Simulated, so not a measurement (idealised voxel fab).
Process module under the name voxel quadruple lines
For reference, the cross-section in this document is cut, with width 255 nm and square cells of 5 nm.
In what follows, cross-sections appear as grids of square cells, described through bands that run from the top down, where every band is one or more rows of cells.
Within each band entry, the heights of the top and of the bottom of the band appear first, in that order and in nm; the materials of the band then follow from left to right, each with its corresponding width in nm. The designation "edge to edge" on a single material indicates that it fills the band from edge to edge; the designation "air" indicates empty space.
It should be noted that heights are counted from 0, beneath which the wafer as supplied is of one material throughout, and that the lowest band possesses no lower boundary but continues downward, as written in "0 and below".
Note: "30..40" means the width goes from the first number (top row of the band) to the second number (bottom row) in equal steps per row of cells.
Given "nothing changed" for a step, no cell of the cross-section differs between before and after that step.
Basically, "closed voids" tells you about the enclosed voids: empty spaces with no open way to the top, 8 cells or bigger, each written width x height at distance, where distance is from the left edge, all in nm.
What comes after the settings on a step's line is commentary from the simulator itself on that step.
overlay nm: on a step with a mask, how far right of its planned place the mask lay; negative means left.
Everything after this point is organized in pairs: a cross-section before one process step, a cross-section after it that shows only as deep as the lowest changed band, and, under the pair, the intervening step with its settings. Because different runs of this module on the same starting wafer can supply different pairs, a pair continues from the pair above it only if its entry headed "Pre-process cross-section" says so.
Pre-process cross-section
50 down to 40: air: 95; SiN: 30; air: 10; SiN: 30; air: 90
40 down to 35: air: 95; SiN: 10; polySi: 10; SiN: 10; air: 10; SiN: 10; polySi: 10; SiN: 10; air: 90
35 down to 25: SiN: 105; polySi: 10; SiN: 30; polySi: 10; SiN: 100
25 down to 10: W edge to edge
10 down to 0: Al2O3 edge to edge
0 and below: Si edge to edge
closed voids: none
After the Step
40 down to 25: air: 95; SiN: 10; polySi: 10; SiN: 10; air: 10; SiN: 10; polySi: 10; SiN: 10; air: 90
Below 25, no change.
closed voids: none
Step applied between the pre-step and post-step cross-sections shown above: DIRECTIONAL_ETCH: etch materials SiN, depth nm 10
Pre-process cross-section: the after view from the pair directly above serves as the before view here.
After the Step
40 down to 25: air: 95; SiN: 10; air: 10; SiN: 10; air: 10; SiN: 10; air: 10; SiN: 10; air: 90
Below 25, no change.
closed voids: none
Step applied between the pre-step and post-step cross-sections shown above: STRIP: etch materials polySi
Pre-process cross-section: the after view from the pair directly above serves as the before view here.
After the Step
40 down to 25: air: 95; SiN: 10; air: 10; SiN: 10; air: 10; SiN: 10; air: 10; SiN: 10; air: 90
25 down to 10: air: 95; W: 10; air: 10; W: 10; air: 10; W: 10; air: 10; W: 10; air: 90
Below 10, no change.
closed voids: none
Step applied between the pre-step and post-step cross-sections shown above: DIRECTIONAL_ETCH: etch materials W, depth nm 15
Pre-process cross-section: the after view from the pair directly above serves as the before view here.
After the Step
25 down to 10: air: 95; W: 10; air: 10; W: 10; air: 10; W: 10; air: 10; W: 10; air: 90
Below 10, no change.
closed voids: none
Step applied between the pre-step and post-step cross-sections shown above: STRIP: etch materials SiN
Pre-process cross-section
40 down to 25: air: 100; polySi: 10; air: 30; polySi: 10; air: 105
25 down to 10: W edge to edge
10 down to 0: Al2O3 edge to edge
0 and below: Si edge to edge
closed voids: none
After the Step
50 down to 40: air: 90; SiO2: 30; air: 10; SiO2: 30; air: 95
40 down to 35: air: 90; SiO2: 10; polySi: 10; SiO2: 10; air: 10; SiO2: 10; polySi: 10; SiO2: 10; air: 95
35 down to 25: SiO2: 100; polySi: 10; SiO2: 30; polySi: 10; SiO2: 105
Below 25, no change.
closed voids: none
Step applied between the pre-step and post-step cross-sections shown above: CONFORMAL_DEP: material SiO2, thk nm 10
Pre-process cross-section
60 down to 40: aC edge to edge
40 down to 25: polySi edge to edge
25 down to 10: W edge to edge
10 down to 0: Al2O3 edge to edge
0 and below: Si edge to edge
closed voids: none
After the Step
90 down to 60: resist: 110; air: 30; resist: 115
Below 60, no change.
closed voids: none
Step applied between the pre-step and post-step cross-sections shown above: PATTERN: tone open, mask id MANDREL, material resist, width nm 30, thk nm 30, overlay nm 0
Pre-process cross-section: the after view from the pair directly above serves as the before view here.
After the Step
70 down to 60: resist: 110; air: 30; resist: 115
60 down to 40: aC: 110; air: 30; aC: 115
Below 40, no change.
closed voids: none
Step applied between the pre-step and post-step cross-sections shown above: DIRECTIONAL_ETCH: etch materials aC, depth nm 20
Pre-process cross-section: the after view from the pair directly above serves as the before view here.
After the Step
60 down to 40: aC: 110; air: 30; aC: 115
Below 40, no change.
closed voids: none
Step applied between the pre-step and post-step cross-sections shown above: STRIP: etch materials resist
Pre-process cross-section: the after view from the pair directly above serves as the before view here.
After the Step
70 down to 60: SiO2: 120; air: 10; SiO2: 125
60 down to 50: aC: 110; SiO2: 10; air: 10; SiO2: 10; aC: 115
50 down to 40: aC: 110; SiO2: 30; aC: 115
Below 40, no change.
closed voids: none
Step applied between the pre-step and post-step cross-sections shown above: CONFORMAL_DEP: material SiO2, thk nm 10
Pre-process cross-section: the after view from the pair directly above serves as the before view here.
After the Step
60 down to 40: aC: 110; SiO2: 10; air: 10; SiO2: 10; aC: 115
Below 40, no change.
closed voids: none
Step applied between the pre-step and post-step cross-sections shown above: DIRECTIONAL_ETCH: etch materials SiO2, depth nm 10
Pre-process cross-section: the after view from the pair directly above serves as the before view here.
After the Step
60 down to 40: air: 110; SiO2: 10; air: 10; SiO2: 10; air: 115
Below 40, no change.
closed voids: none
Step applied between the pre-step and post-step cross-sections shown above: STRIP: etch materials aC
Pre-process cross-section: the after view from the pair directly above serves as the before view here.
After the Step
60 down to 40: air: 110; SiO2: 10; air: 10; SiO2: 10; air: 115
40 down to 25: air: 110; polySi: 10; air: 10; polySi: 10; air: 115
Below 25, no change.
closed voids: none
Step applied between the pre-step and post-step cross-sections shown above: DIRECTIONAL_ETCH: etch materials polySi, depth nm 15
Pre-process cross-section: the after view from the pair directly above serves as the before view here.
After the Step
40 down to 25: air: 110; polySi: 10; air: 10; polySi: 10; air: 115
Below 25, no change.
closed voids: none
Step applied between the pre-step and post-step cross-sections shown above: STRIP: etch materials SiO2
Pre-process cross-section: the after view from the pair directly above serves as the before view here.
After the Step
50 down to 40: air: 100; SiN: 50; air: 105
40 down to 35: air: 100; SiN: 10; polySi: 10; SiN: 10; polySi: 10; SiN: 10; air: 105
35 down to 25: SiN: 110; polySi: 10; SiN: 10; polySi: 10; SiN: 115
Below 25, no change.
closed voids: none
Step applied between the pre-step and post-step cross-sections shown above: CONFORMAL_DEP: material SiN, thk nm 10
Pre-process cross-section: the after view from the pair directly above serves as the before view here.
After the Step
40 down to 25: air: 100; SiN: 10; polySi: 10; SiN: 10; polySi: 10; SiN: 10; air: 105
Below 25, no change.
closed voids: none
Step applied between the pre-step and post-step cross-sections shown above: DIRECTIONAL_ETCH: etch materials SiN, depth nm 10
Pre-process cross-section: the after view from the pair directly above serves as the before view here.
After the Step
40 down to 25: air: 100; SiN: 10; air: 10; SiN: 10; air: 10; SiN: 10; air: 105
Below 25, no change.
closed voids: none
Step applied between the pre-step and post-step cross-sections shown above: STRIP: etch materials polySi
Pre-process cross-section: the after view from the pair directly above serves as the before view here.
After the Step
40 down to 25: air: 100; SiN: 10; air: 10; SiN: 10; air: 10; SiN: 10; air: 105
25 down to 10: air: 100; W: 10; air: 10; W: 10; air: 10; W: 10; air: 105
Below 10, no change.
closed voids: none
Step applied between the pre-step and post-step cross-sections shown above: DIRECTIONAL_ETCH: etch materials W, depth nm 15
Pre-process cross-section: the after view from the pair directly above serves as the before view here.
After the Step
25 down to 10: air: 100; W: 10; air: 10; W: 10; air: 10; W: 10; air: 105
Below 10, no change.
closed voids: none
Step applied between the pre-step and post-step cross-sections shown above: STRIP: etch materials SiN
